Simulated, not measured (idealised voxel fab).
The process module that follows is named voxel ribs on slabs.
We display cut, a cross-section 280 nm in width whose square cells are each 5 nm.
The cross-sections in this document take the form of a grid made of square cells. They are written out as bands, in order from top to bottom. Each band consists of one or more rows of cells. Band: top and bottom heights (nm) first, top before bottom; then materials from left to right, widths in nm. "full width" marks a sole material filling the band edge to edge. "air" denotes empty space. Below 0: as-received wafer, all one material; heights counted from there. Lowest band: no bottom, goes on down, written "z 0 and below". Width: "30..40" (first number = top row, second number = bottom row, same change from row to row of cells). "nothing changed" (step): cross-section cells unchanged, all of them. "Enclosed cavities" specifies each empty space that is not open to the top and that occupies no fewer than 8 cells, using the form width x height at distance, the distance measured from the left edge and all three quantities in nm. It should be noted that, on the line of a given step, the content following the step's settings is a remark produced by the simulator itself with respect to that step. Among the settings permitted on a step's line is "overlay nm"; applied to a step with a mask, it specifies the extent to which the mask lay to the right of its planned position, whereas a negative figure signifies a position to the left.
# The following list gives the planned process steps
1 RECEIVE [material Si]
2 DIRECTIONAL_DEP [material SiO2] [thk nm 25]
3 DIRECTIONAL_DEP [material polySi] [thk nm 15]
4 DIRECTIONAL_DEP [material aC] [thk nm 10]
5 PATTERN [tone cover] [mask id RIB] [material resist] [width nm 15] [thk nm 30] [overlay nm 0]
6 DIRECTIONAL_ETCH [etch materials aC] [depth nm 10]
7 STRIP [etch materials resist]
8 DIRECTIONAL_ETCH [etch materials polySi] [depth nm 10]
9 STRIP [etch materials aC]
10 MASKED_ETCH [tone cover] [mask id SLAB] [width nm 45] [etch materials polySi] [depth nm 5] [overlay nm 0]
11 FILL_DEP [material SiO2] [thk nm 15]
12 CMP [height nm 50]
13 DIRECTIONAL_DEP [material TiN] [thk nm 5]
14 MASKED_ETCH [tone cover] [mask id HEATER] [width nm 25] [etch materials TiN] [depth nm 5] [overlay nm 0]
15 CONFORMAL_DEP [material SiO2] [thk nm 10]
# First of the two wafers, run per plan
# The cross-section here shows the wafer as received, i.e. in its state after step 1
    z 0 and below: Si full width
    Enclosed cavities: none
# State of the wafer after step 2, shown in cross-section
    z 25 to 0: SiO2 full width
    Under the height 0 nothing was changed.
# State of the wafer after step 3, shown in cross-section
    z 40 to 25: polySi full width
    Under the height 25 nothing was changed.
# State of the wafer after step 4, shown in cross-section
    z 50 to 40: aC full width
    Under the height 40 nothing was changed.
# State of the wafer after step 5, shown in cross-section
    z 80 to 50: air=130  resist=15  air=135
    Under the height 50 nothing was changed.
# State of the wafer after step 6, shown in cross-section
    z 70 to 50: air=130  resist=15  air=135
    z 50 to 40: air=130  aC=15  air=135
    Under the height 40 nothing was changed.
# State of the wafer after step 7, shown in cross-section
    z 50 to 40: air=130  aC=15  air=135
    Under the height 40 nothing was changed.
# State of the wafer after step 8, shown in cross-section
    z 50 to 40: air=130  aC=15  air=135
    z 40 to 30: air=130  polySi=15  air=135
    Under the height 30 nothing was changed.
# State of the wafer after step 9, shown in cross-section
    z 40 to 30: air=130  polySi=15  air=135
    Under the height 30 nothing was changed.
# State of the wafer after step 10, shown in cross-section
    z 40 to 30: air=130  polySi=15  air=135
    z 30 to 25: air=115  polySi=45  air=120
    Under the height 25 nothing was changed.
# State of the wafer after step 11, shown in cross-section
    z 55 to 40: SiO2 full width
    z 40 to 30: SiO2=130  polySi=15  SiO2=135
    z 30 to 25: SiO2=115  polySi=45  SiO2=120
    Under the height 25 nothing was changed.
# State of the wafer after step 12, shown in cross-section
    z 50 to 40: SiO2 full width
    Under the height 40 nothing was changed.
# State of the wafer after step 13, shown in cross-section
    z 55 to 50: TiN full width
    Under the height 50 nothing was changed.
# State of the wafer after step 14, shown in cross-section
    z 55 to 50: air=125  TiN=25  air=130
    Under the height 50 nothing was changed.
# State of the wafer after step 15, shown in cross-section
    z 65 to 60: air=115  SiO2=45  air=120
    z 60 to 55: SiO2 full width
    z 55 to 50: SiO2=125  TiN=25  SiO2=130
    Under the height 50 nothing was changed.
# What follows concerns the second wafer, which started out like the first and was meant to follow the very same plan; one mistake crept in when it was run, but everything up to and including step 14 is the same as for the first wafer
Cross-section: second wafer, time at which step 15 was scheduled to end: nothing changed
Which mistake was made when the wafer was run? heads up, step 15 of the plan was skipped and never actually ran
End check, counted in cells, second wafer has more or fewer of these materials than the first: -116 SiO2
